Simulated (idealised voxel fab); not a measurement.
A process module follows: voxel trench capacitor.
In the cross-section labelled cut, the width is 205 nm and each square cell is 5 nm.
Square cells in a grid make up a cross-section in this document, and the grid is given as bands, listed from the top down, each one or more rows of cells.
The entry gives the band's vertical extent as a top height and a bottom height in nm, then its horizontal make-up as materials from left to right, each with a width in nm. "blank" stands for empty space; a single material marked "all across" fills the band edge to edge.
Measure heights from 0. That's the level where, below it, the as-received wafer is all one material. The lowest band is bottomless and extends downward; write it as in "0..down".
With a width like "30..40", each row of cells in the band differs from the next by the same amount, the top row carrying the first number and the bottom row the second.
"nothing was modified" for a step: no cell of the cross-section changed in that step.
Entry "Enclosed voids" = empty spaces >= 8 cells with no open way to the top; each as width x height at distance, distance from left edge, all nm.
Whatever follows a step's settings on its line is a remark the simulator itself makes about that step.
overlay nm, on a step with a mask: how far to the right of its planned place the mask lay; to the left if negative
PROCESS STEPS - PLAN
1. RECEIVE (material Si)
2. CONFORMAL_DEP (material SiN; thk nm 10)
3. DIRECTIONAL_DEP (material aC; thk nm 15)
4. PATTERN (tone open; mask id TRENCH; material resist; width nm 25; pitch nm 45; thk nm 35; overlay nm 0)
5. DIRECTIONAL_ETCH (etch materials aC; depth nm 15)
6. STRIP (etch materials resist)
7. DIRECTIONAL_ETCH (etch materials SiN; depth nm 10)
8. DIRECTIONAL_ETCH (etch materials Si; depth nm 40)
9. STRIP (etch materials aC)
10. CONFORMAL_DEP (material HfO2; thk nm 5)
11. CONFORMAL_DEP (material TiN; thk nm 5)
12. FILL_DEP (material W; thk nm 5)
13. CMP (height nm 10)
FIRST OUT OF TWO WAFERS; RUN WENT TO PLAN
AS RECEIVED (POST STEP 1): CROSS-SECTION
    0..down | Si all across
    Enclosed voids: none
THE WAFER IN CROSS-SECTION ONCE STEP 2 IS COMPLETE
    10..0 | SiN all across
    below 0: unchanged
THE WAFER IN CROSS-SECTION ONCE STEP 3 IS COMPLETE
    25..10 | aC all across
    below 10: unchanged
THE WAFER IN CROSS-SECTION ONCE STEP 4 IS COMPLETE
    60..25 | resist: 65 / blank: 25 / resist: 20 / blank: 25 / resist: 70
    below 25: unchanged
THE WAFER IN CROSS-SECTION ONCE STEP 5 IS COMPLETE
    45..25 | resist: 65 / blank: 25 / resist: 20 / blank: 25 / resist: 70
    25..10 | aC: 65 / blank: 25 / aC: 20 / blank: 25 / aC: 70
    below 10: unchanged
THE WAFER IN CROSS-SECTION ONCE STEP 6 IS COMPLETE
    25..10 | aC: 65 / blank: 25 / aC: 20 / blank: 25 / aC: 70
    below 10: unchanged
THE WAFER IN CROSS-SECTION ONCE STEP 7 IS COMPLETE
    25..10 | aC: 65 / blank: 25 / aC: 20 / blank: 25 / aC: 70
    10..0 | SiN: 65 / blank: 25 / SiN: 20 / blank: 25 / SiN: 70
    below 0: unchanged
THE WAFER IN CROSS-SECTION ONCE STEP 8 IS COMPLETE
    25..10 | aC: 65 / blank: 25 / aC: 20 / blank: 25 / aC: 70
    10..0 | SiN: 65 / blank: 25 / SiN: 20 / blank: 25 / SiN: 70
    0..-40 | Si: 65 / blank: 25 / Si: 20 / blank: 25 / Si: 70
    below -40: unchanged
THE WAFER IN CROSS-SECTION ONCE STEP 9 IS COMPLETE
    10..0 | SiN: 65 / blank: 25 / SiN: 20 / blank: 25 / SiN: 70
    below 0: unchanged
THE WAFER IN CROSS-SECTION ONCE STEP 10 IS COMPLETE
    15..10 | HfO2: 70 / blank: 15 / HfO2: 30 / blank: 15 / HfO2: 75
    10..0 | SiN: 65 / HfO2: 5 / blank: 15 / HfO2: 5 / SiN: 20 / HfO2: 5 / blank: 15 / HfO2: 5 / SiN: 70
    0..-35 | Si: 65 / HfO2: 5 / blank: 15 / HfO2: 5 / Si: 20 / HfO2: 5 / blank: 15 / HfO2: 5 / Si: 70
    -35..-40 | Si: 65 / HfO2: 25 / Si: 20 / HfO2: 25 / Si: 70
    below -40: unchanged
THE WAFER IN CROSS-SECTION ONCE STEP 11 IS COMPLETE
    20..15 | TiN: 75 / blank: 5 / TiN: 40 / blank: 5 / TiN: 80
    15..10 | HfO2: 70 / TiN: 5 / blank: 5 / TiN: 5 / HfO2: 30 / TiN: 5 / blank: 5 / TiN: 5 / HfO2: 75
    10..0 | SiN: 65 / HfO2: 5 / TiN: 5 / blank: 5 / TiN: 5 / HfO2: 5 / SiN: 20 / HfO2: 5 / TiN: 5 / blank: 5 / TiN: 5 / HfO2: 5 / SiN: 70
    0..-30 | Si: 65 / HfO2: 5 / TiN: 5 / blank: 5 / TiN: 5 / HfO2: 5 / Si: 20 / HfO2: 5 / TiN: 5 / blank: 5 / TiN: 5 / HfO2: 5 / Si: 70
    -30..-35 | Si: 65 / HfO2: 5 / TiN: 15 / HfO2: 5 / Si: 20 / HfO2: 5 / TiN: 15 / HfO2: 5 / Si: 70
    below -35: unchanged
THE WAFER IN CROSS-SECTION ONCE STEP 12 IS COMPLETE
    25..20 | W all across
    20..15 | TiN: 75 / W: 5 / TiN: 40 / W: 5 / TiN: 80
    15..10 | HfO2: 70 / TiN: 5 / W: 5 / TiN: 5 / HfO2: 30 / TiN: 5 / W: 5 / TiN: 5 / HfO2: 75
    10..0 | SiN: 65 / HfO2: 5 / TiN: 5 / W: 5 / TiN: 5 / HfO2: 5 / SiN: 20 / HfO2: 5 / TiN: 5 / W: 5 / TiN: 5 / HfO2: 5 / SiN: 70
    0..-30 | Si: 65 / HfO2: 5 / TiN: 5 / W: 5 / TiN: 5 / HfO2: 5 / Si: 20 / HfO2: 5 / TiN: 5 / W: 5 / TiN: 5 / HfO2: 5 / Si: 70
    below -30: unchanged
THE WAFER IN CROSS-SECTION ONCE STEP 13 IS COMPLETE
    10..0 | SiN: 65 / HfO2: 5 / TiN: 5 / W: 5 / TiN: 5 / HfO2: 5 / SiN: 20 / HfO2: 5 / TiN: 5 / W: 5 / TiN: 5 / HfO2: 5 / SiN: 70
    below 0: unchanged
SECOND WAFER: SAME START AND SAME PLAN AS THE FIRST, ONE EXECUTION ERROR; IDENTICAL TO THE FIRST THROUGH STEP 7
CROSS-SECTION OF THE SECOND WAFER WHEN, ACCORDING TO PLAN, STEP 8 SHOULD HAVE FINISHED
    25..10 | aC: 65 / blank: 25 / aC: 20 / blank: 25 / aC: 70
    10..0 | SiN: 65 / blank: 25 / SiN: 20 / blank: 25 / SiN: 70
    0..-45 | Si: 65 / blank: 25 / Si: 20 / blank: 25 / Si: 70
    below -45: unchanged
CROSS-SECTION OF THE SECOND WAFER WHEN, ACCORDING TO PLAN, STEP 9 SHOULD HAVE FINISHED
    10..0 | SiN: 65 / blank: 25 / SiN: 20 / blank: 25 / SiN: 70
    below 0: unchanged
CROSS-SECTION OF THE SECOND WAFER WHEN, ACCORDING TO PLAN, STEP 10 SHOULD HAVE FINISHED
    15..10 | HfO2: 70 / blank: 15 / HfO2: 30 / blank: 15 / HfO2: 75
    10..0 | SiN: 65 / HfO2: 5 / blank: 15 / HfO2: 5 / SiN: 20 / HfO2: 5 / blank: 15 / HfO2: 5 / SiN: 70
    0..-40 | Si: 65 / HfO2: 5 / blank: 15 / HfO2: 5 / Si: 20 / HfO2: 5 / blank: 15 / HfO2: 5 / Si: 70
    -40..-45 | Si: 65 / HfO2: 25 / Si: 20 / HfO2: 25 / Si: 70
    below -45: unchanged
CROSS-SECTION OF THE SECOND WAFER WHEN, ACCORDING TO PLAN, STEP 11 SHOULD HAVE FINISHED
    20..15 | TiN: 75 / blank: 5 / TiN: 40 / blank: 5 / TiN: 80
    15..10 | HfO2: 70 / TiN: 5 / blank: 5 / TiN: 5 / HfO2: 30 / TiN: 5 / blank: 5 / TiN: 5 / HfO2: 75
    10..0 | SiN: 65 / HfO2: 5 / TiN: 5 / blank: 5 / TiN: 5 / HfO2: 5 / SiN: 20 / HfO2: 5 / TiN: 5 / blank: 5 / TiN: 5 / HfO2: 5 / SiN: 70
    0..-35 | Si: 65 / HfO2: 5 / TiN: 5 / blank: 5 / TiN: 5 / HfO2: 5 / Si: 20 / HfO2: 5 / TiN: 5 / blank: 5 / TiN: 5 / HfO2: 5 / Si: 70
    -35..-40 | Si: 65 / HfO2: 5 / TiN: 15 / HfO2: 5 / Si: 20 / HfO2: 5 / TiN: 15 / HfO2: 5 / Si: 70
    below -40: unchanged
CROSS-SECTION OF THE SECOND WAFER WHEN, ACCORDING TO PLAN, STEP 12 SHOULD HAVE FINISHED
    25..20 | W all across
    20..15 | TiN: 75 / W: 5 / TiN: 40 / W: 5 / TiN: 80
    15..10 | HfO2: 70 / TiN: 5 / W: 5 / TiN: 5 / HfO2: 30 / TiN: 5 / W: 5 / TiN: 5 / HfO2: 75
    10..0 | SiN: 65 / HfO2: 5 / TiN: 5 / W: 5 / TiN: 5 / HfO2: 5 / SiN: 20 / HfO2: 5 / TiN: 5 / W: 5 / TiN: 5 / HfO2: 5 / SiN: 70
    0..-35 | Si: 65 / HfO2: 5 / TiN: 5 / W: 5 / TiN: 5 / HfO2: 5 / Si: 20 / HfO2: 5 / TiN: 5 / W: 5 / TiN: 5 / HfO2: 5 / Si: 70
    below -35: unchanged
CROSS-SECTION OF THE SECOND WAFER WHEN, ACCORDING TO PLAN, STEP 13 SHOULD HAVE FINISHED
    10..0 | SiN: 65 / HfO2: 5 / TiN: 5 / W: 5 / TiN: 5 / HfO2: 5 / SiN: 20 / HfO2: 5 / TiN: 5 / W: 5 / TiN: 5 / HfO2: 5 / SiN: 70
    below 0: unchanged
Heads up, the wafer didn't run the way we planned it: step 8 did not happen as planned, as run it was DIRECTIONAL_ETCH (etch materials Si; depth nm 45)
Count the cells at the end and the second wafer has more or fewer of some materials than the first: HfO2 +4, Si -10, TiN +4, W +2
